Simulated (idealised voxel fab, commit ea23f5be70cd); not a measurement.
Presented below is a process module, voxel capacitor over wiring.
Pictured: cross-section cut, 205 nm wide, on a grid of 5 nm square cells.
This document writes a cross-section as a grid whose cells are square, and gives it as bands, listed from the top down; one or more rows of cells form a band. This entry defines a band. It first specifies the height of the band's top and the height of its bottom in nm, and then specifies the band's materials from left to right, stating each material with its width in nm. The word "edge to edge" identifies a single material that fills the band from edge to edge, while the word "blank" identifies empty space. All heights in this document are referenced to 0, defined as the level beneath which the wafer, as received, consists entirely of one material. The lowest band is not bounded below; it extends indefinitely downward and is written in the form "z 0 and below". Quick explanation for "30..40": the width changes in equal steps down the rows of cells, from the first number in the band's top row to the second number in its bottom row. You'll sometimes find "remained unchanged" written for a step, and that's the way of saying that nowhere in the cross-section did a cell change during that step. "Sealed void list" contains a list of empty spaces, each no smaller than 8 cells and without an open way to the top, written in the form width x height at distance with the distance from the left edge and all three in nm. That trailing text on a step's line, after the settings, is the simulator's own remark on the step. Among the settings permitted on a step's line is "overlay nm"; applied to a step with a mask, it specifies the extent to which the mask lay to the right of its planned position, whereas a negative figure signifies a position to the left.

Steps in the process plan:
| 1 | RECEIVE with material Si |
| 2 | CONFORMAL_DEP with material SiO2, thk nm 15 |
| 3 | CONFORMAL_DEP with material SiCN, thk nm 5 |
| 4 | DIRECTIONAL_DEP with material lowk, thk nm 25 |
| 5 | PATTERN with tone open, mask id METAL_1, material resist, width nm 30, pitch nm 80, thk nm 15, overlay nm 0 |
| 6 | DIRECTIONAL_ETCH with etch materials lowk, depth nm 25 |
| 7 | DIRECTIONAL_ETCH with etch materials SiCN, depth nm 5 |
| 8 | STRIP with etch materials resist |
| 9 | CONFORMAL_DEP with material TiN, thk nm 5 |
| 10 | FILL_DEP with material Cu, thk nm 10 |
| 11 | CMP with height nm 45 |
| 12 | CONFORMAL_DEP with material SiCN, thk nm 5 |
| 13 | DIRECTIONAL_DEP with material SiO2, thk nm 15 |
| 14 | MASKED_ETCH with tone open, mask id PLUG_1, width nm 15, etch materials SiO2, depth nm 15, overlay nm 0 |
| 15 | MASKED_ETCH with tone open, mask id PLUG_1, width nm 15, etch materials SiCN, depth nm 5, overlay nm 0 |
| 16 | EPI with material Ru, thk nm 10 |
| 17 | EPI with material Ru, thk nm 10 |
| 18 | DIRECTIONAL_DEP with material TiN, thk nm 5 |
| 19 | DIRECTIONAL_DEP with material SiN, thk nm 5 |
| 20 | DIRECTIONAL_DEP with material TiN, thk nm 10 |
| 21 | DIRECTIONAL_DEP with material aC, thk nm 10 |
| 22 | PATTERN with tone cover, mask id UPPER_PLATE, material resist, width nm 55, thk nm 25, overlay nm 0 |
| 23 | DIRECTIONAL_ETCH with etch materials aC, depth nm 10 |
| 24 | STRIP with etch materials resist |
| 25 | DIRECTIONAL_ETCH with etch materials TiN, depth nm 10 |
| 26 | DIRECTIONAL_ETCH with etch materials SiN, depth nm 5 |
| 27 | STRIP with etch materials aC |
| 28 | PATTERN with tone cover, mask id LOWER_PLATE, material resist, width nm 65, thk nm 20, overlay nm 0 |
| 29 | DIRECTIONAL_ETCH with etch materials TiN, depth nm 5 |
| 30 | STRIP with etch materials resist |
| 31 | FILL_DEP with material SiO2, thk nm 15 |
| 32 | CMP with height nm 95 |
| 33 | PATTERN with tone open, mask id PLUG_2, material resist, width nm 15, thk nm 15, overlay nm 0 |
| 34 | DIRECTIONAL_ETCH with etch materials SiO2, depth nm 10 |
| 35 | STRIP with etch materials resist |
| 36 | CONFORMAL_DEP with material TiN, thk nm 5 |
| 37 | FILL_DEP with material Cu, thk nm 5 |
| 38 | CMP with height nm 95 |
| 39 | CONFORMAL_DEP with material SiN, thk nm 5 |

Run as planned: first of two wafers:

Wafer cross-section on receipt, i.e. after step 1:
> z 0 and below  Si edge to edge
> Sealed void list: none

Wafer after step 2 (cross-section):
> z 15 to 0  SiO2 edge to edge
> Whatever lies below 0 is exactly as it was before.

Wafer after step 3 (cross-section):
> z 20 to 15  SiCN edge to edge
> Whatever lies below 15 is exactly as it was before.

Wafer after step 4 (cross-section):
> z 45 to 20  lowk edge to edge
> Whatever lies below 20 is exactly as it was before.

Wafer after step 5 (cross-section):
> z 60 to 45  45 of resist, 30 of blank, 50 of resist, 30 of blank, 50 of resist
> Whatever lies below 45 is exactly as it was before.

Wafer after step 6 (cross-section):
> z 60 to 45  45 of resist, 30 of blank, 50 of resist, 30 of blank, 50 of resist
> z 45 to 20  45 of lowk, 30 of blank, 50 of lowk, 30 of blank, 50 of lowk
> Whatever lies below 20 is exactly as it was before.

Wafer after step 7 (cross-section):
> z 60 to 45  45 of resist, 30 of blank, 50 of resist, 30 of blank, 50 of resist
> z 45 to 20  45 of lowk, 30 of blank, 50 of lowk, 30 of blank, 50 of lowk
> z 20 to 15  45 of SiCN, 30 of blank, 50 of SiCN, 30 of blank, 50 of SiCN
> Whatever lies below 15 is exactly as it was before.

Wafer after step 8 (cross-section):
> z 45 to 20  45 of lowk, 30 of blank, 50 of lowk, 30 of blank, 50 of lowk
> Whatever lies below 20 is exactly as it was before.

Wafer after step 9 (cross-section):
> z 50 to 45  50 of TiN, 20 of blank, 60 of TiN, 20 of blank, 55 of TiN
> z 45 to 20  45 of lowk, 5 of TiN, 20 of blank, 5 of TiN, 50 of lowk, 5 of TiN, 20 of blank, 5 of TiN, 50 of lowk
> z 20 to 15  45 of SiCN, 30 of TiN, 50 of SiCN, 30 of TiN, 50 of SiCN
> Whatever lies below 15 is exactly as it was before.

Wafer after step 10 (cross-section):
> z 60 to 50  Cu edge to edge
> z 50 to 45  50 of TiN, 20 of Cu, 60 of TiN, 20 of Cu, 55 of TiN
> z 45 to 20  45 of lowk, 5 of TiN, 20 of Cu, 5 of TiN, 50 of lowk, 5 of TiN, 20 of Cu, 5 of TiN, 50 of lowk
> Whatever lies below 20 is exactly as it was before.

Wafer after step 11 (cross-section):
> z 45 to 20  45 of lowk, 5 of TiN, 20 of Cu, 5 of TiN, 50 of lowk, 5 of TiN, 20 of Cu, 5 of TiN, 50 of lowk
> Whatever lies below 20 is exactly as it was before.

Wafer after step 12 (cross-section):
> z 50 to 45  SiCN edge to edge
> Whatever lies below 45 is exactly as it was before.

Wafer after step 13 (cross-section):
> z 65 to 50  SiO2 edge to edge
> Whatever lies below 50 is exactly as it was before.

Wafer after step 14 (cross-section):
> z 65 to 50  60 of SiO2, 15 of blank, 130 of SiO2
> Whatever lies below 50 is exactly as it was before.

Wafer after step 15 (cross-section):
> z 65 to 50  60 of SiO2, 15 of blank, 130 of SiO2
> z 50 to 45  60 of SiCN, 15 of blank, 130 of SiCN
> Whatever lies below 45 is exactly as it was before.

Wafer after step 16 (cross-section):
> z 65 to 55  60 of SiO2, 15 of blank, 130 of SiO2
> z 55 to 50  60 of SiO2, 15 of Ru, 130 of SiO2
> z 50 to 45  60 of SiCN, 15 of Ru, 130 of SiCN
> Whatever lies below 45 is exactly as it was before.

Wafer after step 17 (cross-section):
> z 65 to 50  60 of SiO2, 15 of Ru, 130 of SiO2
> Whatever lies below 50 is exactly as it was before.

Wafer after step 18 (cross-section):
> z 70 to 65  TiN edge to edge
> Whatever lies below 65 is exactly as it was before.

Wafer after step 19 (cross-section):
> z 75 to 70  SiN edge to edge
> Whatever lies below 70 is exactly as it was before.

Wafer after step 20 (cross-section):
> z 85 to 75  TiN edge to edge
> Whatever lies below 75 is exactly as it was before.

Wafer after step 21 (cross-section):
> z 95 to 85  aC edge to edge
> Whatever lies below 85 is exactly as it was before.

Wafer after step 22 (cross-section):
> z 120 to 95  60 of blank, 55 of resist, 90 of blank
> Whatever lies below 95 is exactly as it was before.

Wafer after step 23 (cross-section):
> z 110 to 95  60 of blank, 55 of resist, 90 of blank
> z 95 to 85  60 of blank, 55 of aC, 90 of blank
> Whatever lies below 85 is exactly as it was before.

Wafer after step 24 (cross-section):
> z 95 to 85  60 of blank, 55 of aC, 90 of blank
> Whatever lies below 85 is exactly as it was before.

Wafer after step 25 (cross-section):
> z 95 to 85  60 of blank, 55 of aC, 90 of blank
> z 85 to 75  60 of blank, 55 of TiN, 90 of blank
> Whatever lies below 75 is exactly as it was before.

Wafer after step 26 (cross-section):
> z 95 to 85  60 of blank, 55 of aC, 90 of blank
> z 85 to 75  60 of blank, 55 of TiN, 90 of blank
> z 75 to 70  60 of blank, 55 of SiN, 90 of blank
> Whatever lies below 70 is exactly as it was before.

Wafer after step 27 (cross-section):
> z 85 to 75  60 of blank, 55 of TiN, 90 of blank
> Whatever lies below 75 is exactly as it was before.

Wafer after step 28 (cross-section):
> z 105 to 85  55 of blank, 65 of resist, 85 of blank
> z 85 to 75  55 of blank, 5 of resist, 55 of TiN, 5 of resist, 85 of blank
> z 75 to 70  55 of blank, 5 of resist, 55 of SiN, 5 of resist, 85 of blank
> Whatever lies below 70 is exactly as it was before.

Wafer after step 29 (cross-section):
> z 105 to 85  55 of blank, 65 of resist, 85 of blank
> z 85 to 75  55 of blank, 5 of resist, 55 of TiN, 5 of resist, 85 of blank
> z 75 to 70  55 of blank, 5 of resist, 55 of SiN, 5 of resist, 85 of blank
> z 70 to 65  55 of blank, 65 of TiN, 85 of blank
> Whatever lies below 65 is exactly as it was before.

Wafer after step 30 (cross-section):
> z 85 to 75  60 of blank, 55 of TiN, 90 of blank
> z 75 to 70  60 of blank, 55 of SiN, 90 of blank
> Whatever lies below 70 is exactly as it was before.

Wafer after step 31 (cross-section):
> z 100 to 85  SiO2 edge to edge
> z 85 to 75  60 of SiO2, 55 of TiN, 90 of SiO2
> z 75 to 70  60 of SiO2, 55 of SiN, 90 of SiO2
> z 70 to 65  55 of SiO2, 65 of TiN, 85 of SiO2
> Whatever lies below 65 is exactly as it was before.

Wafer after step 32 (cross-section):
> z 95 to 85  SiO2 edge to edge
> Whatever lies below 85 is exactly as it was before.

Wafer after step 33 (cross-section):
> z 110 to 95  70 of resist, 15 of blank, 120 of resist
> Whatever lies below 95 is exactly as it was before.

Wafer after step 34 (cross-section):
> z 110 to 95  70 of resist, 15 of blank, 120 of resist
> z 95 to 85  70 of SiO2, 15 of blank, 120 of SiO2
> Whatever lies below 85 is exactly as it was before.

Wafer after step 35 (cross-section):
> z 95 to 85  70 of SiO2, 15 of blank, 120 of SiO2
> Whatever lies below 85 is exactly as it was before.

Wafer after step 36 (cross-section):
> z 100 to 95  75 of TiN, 5 of blank, 125 of TiN
> z 95 to 90  70 of SiO2, 5 of TiN, 5 of blank, 5 of TiN, 120 of SiO2
> z 90 to 85  70 of SiO2, 15 of TiN, 120 of SiO2
> Whatever lies below 85 is exactly as it was before.

Wafer after step 37 (cross-section):
> z 105 to 100  Cu edge to edge
> z 100 to 95  75 of TiN, 5 of Cu, 125 of TiN
> z 95 to 90  70 of SiO2, 5 of TiN, 5 of Cu, 5 of TiN, 120 of SiO2
> Whatever lies below 90 is exactly as it was before.

Wafer after step 38 (cross-section):
> z 95 to 90  70 of SiO2, 5 of TiN, 5 of Cu, 5 of TiN, 120 of SiO2
> Whatever lies below 90 is exactly as it was before.

Wafer after step 39 (cross-section):
> z 100 to 95  SiN edge to edge
> Whatever lies below 95 is exactly as it was before.

Okay, second wafer. Nothing different at the start, nothing different in the plan, just one mistake somewhere in the running. As far as step 38, counting that step, it's the first wafer all over again:

Cross-section of the second wafer at the time step 39 of the plan should have ended:
> z 100 to 95  Ru edge to edge
> Whatever lies below 95 is exactly as it was before.
Deviation noted in wafer processing: step 39: run off-plan, actual operation and settings CONFORMAL_DEP with material Ru, thk nm 5
FYI, end of process, the second wafer has more or fewer cells of some materials than the first: Ru: 41 more; SiN: 41 fewer
